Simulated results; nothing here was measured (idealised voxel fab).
Process module in this document: voxel trench capacitor
Section shown: cut. Width: 285 nm. Cell size: 5 nm, square.
When this document writes out a cross-section, it uses a grid of square cells and lists it as bands, beginning at the top and moving down, with a band standing for one or more rows of cells.
The entry gives the band's vertical extent as a top height and a bottom height in nm, then its horizontal make-up as materials from left to right, each with a width in nm. "air" stands for empty space; a single material marked "full width" fills the band edge to edge.
Zero point of the height axis is 0; under it, received wafer = one material. Lowest band: continues down indefinitely, "top 0, no bottom".
So if you see something like "30->40" for the width, read it as the top row of the band sitting at the first number and the bottom row at the second, with every row in between moving by the same amount as the last.
Step note "nothing changed" = no cross-section cell changed.
The entry titled "Encapsulated voids" provides the empty spaces that have no open way to the top, restricted to those of 8 cells or more. Each is presented as width x height at distance, the distance being measured from the left edge, with all three in nm.
Past the settings on a step's line: simulator remark, on that step.
overlay nm: step with mask; distance mask lay right of planned place; negative value = left of planned place.
-- Listed below are the process steps as planned
- 1: RECEIVE, material Si
- 2: CONFORMAL_DEP, material SiN, thk nm 5
- 3: MASKED_ETCH, tone open, mask id TRENCH, width nm 25, pitch nm 40, etch materials SiN, depth nm 5, overlay nm 0
- 4: MASKED_ETCH, tone open, mask id TRENCH, width nm 25, pitch nm 40, etch materials Si, depth nm 35, overlay nm 0
- 5: CONFORMAL_DEP, material Al2O3, thk nm 5
- 6: CONFORMAL_DEP, material TiN, thk nm 5
- 7: FILL_DEP, material W, thk nm 10
- 8: CMP, height nm 5
-- As-received wafer cross-section (after step 1)
	top 0, no bottom | Si full width
	Encapsulated voids: none
-- Starting wafer: above. Plan: above. Run: one mistake. Cross-section after the module: below
	top 5, bottom 0 | TiN full width
	top 0, no bottom | Si full width
	Encapsulated voids: none
Run error: off-plan run, step 2, actual operation and settings CONFORMAL_DEP, material TiN, thk nm 5
